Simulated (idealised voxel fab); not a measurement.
Process module heading - voxel quadruple lines
We display cut, a cross-section 265 nm in width whose square cells are each 5 nm.
For the purposes of this document, a cross-section shall be understood as a grid of square cells, specified as bands listed in top-to-bottom order, each band consisting of one or more rows of cells. Heights first: top, then bottom, in nm. Then materials, left to right, each with a width in nm. "edge to edge" on a single material: fills the band edge to edge. "air": empty space. Heads up on the height convention: 0 is the point under which the incoming wafer is all one material, and the lowest band has no bottom, it just keeps going down, like "0 down". A two-number width, for instance "30..40", indicates that the width is equal to the first number in the top row of the band and to the second number in the bottom row, and that it changes by a constant amount per row of cells. A step reported as "remains unaltered" is a step in which no cell of the cross-section changed. Closed empty spaces (no open way to the top) of 8 cells or more are what "Completely sealed voids" lists, each as width x height at distance from the left edge, nm for all three. Step line, after settings: the simulator's comment on this step. overlay nm: mask right of planned place by this much (step with mask). Neg. = left.
The steps planned for the process are as follows
1. RECEIVE [material Si]
2. CONFORMAL_DEP [material SiO2] [thk nm 5]
3. DIRECTIONAL_DEP [material W] [thk nm 10]
4. DIRECTIONAL_DEP [material polySi] [thk nm 20]
5. DIRECTIONAL_DEP [material aC] [thk nm 20]
6. PATTERN [tone cover] [mask id MANDREL] [material resist] [width nm 25] [pitch nm 80] [thk nm 25] [overlay nm 0]
7. DIRECTIONAL_ETCH [etch materials aC] [depth nm 20]
8. STRIP [etch materials resist]
9. CONFORMAL_DEP [material SiO2] [thk nm 15]
10. DIRECTIONAL_ETCH [etch materials SiO2] [depth nm 15]
11. STRIP [etch materials aC]
12. DIRECTIONAL_ETCH [etch materials polySi] [depth nm 20]
13. STRIP [etch materials SiO2]
14. CONFORMAL_DEP [material SiN] [thk nm 5]
15. DIRECTIONAL_ETCH [etch materials SiN] [depth nm 5]
16. STRIP [etch materials polySi]
17. DIRECTIONAL_ETCH [etch materials W] [depth nm 10]
18. STRIP [etch materials SiN]
19. FILL_DEP [material lowk] [thk nm 10]
20. CMP [height nm 15]
Received-state cross-section, reflecting completion of step 1
    0 down: Si edge to edge
    Completely sealed voids: none
This is how the wafer looks in cross-section once the module is done, given the starting state and plan above and one mistake in carrying the plan out
    15 to 5: 55 lowk, then 5 W, then 15 lowk, then 5 W, then 25 lowk, then 5 W, then 15 lowk, then 5 W, then 5 lowk, then 5 W, then 15 lowk, then 5 W, then 25 lowk, then 5 W, then 15 lowk, then 5 W, then 55 lowk
    5 to 0: SiO2 edge to edge
    0 down: Si edge to edge
    Completely sealed voids: none
The plan and the run diverged here: not per plan at step 6, really ran PATTERN [tone cover] [mask id MANDREL] [material resist] [width nm 35] [pitch nm 80] [thk nm 25] [overlay nm 0]
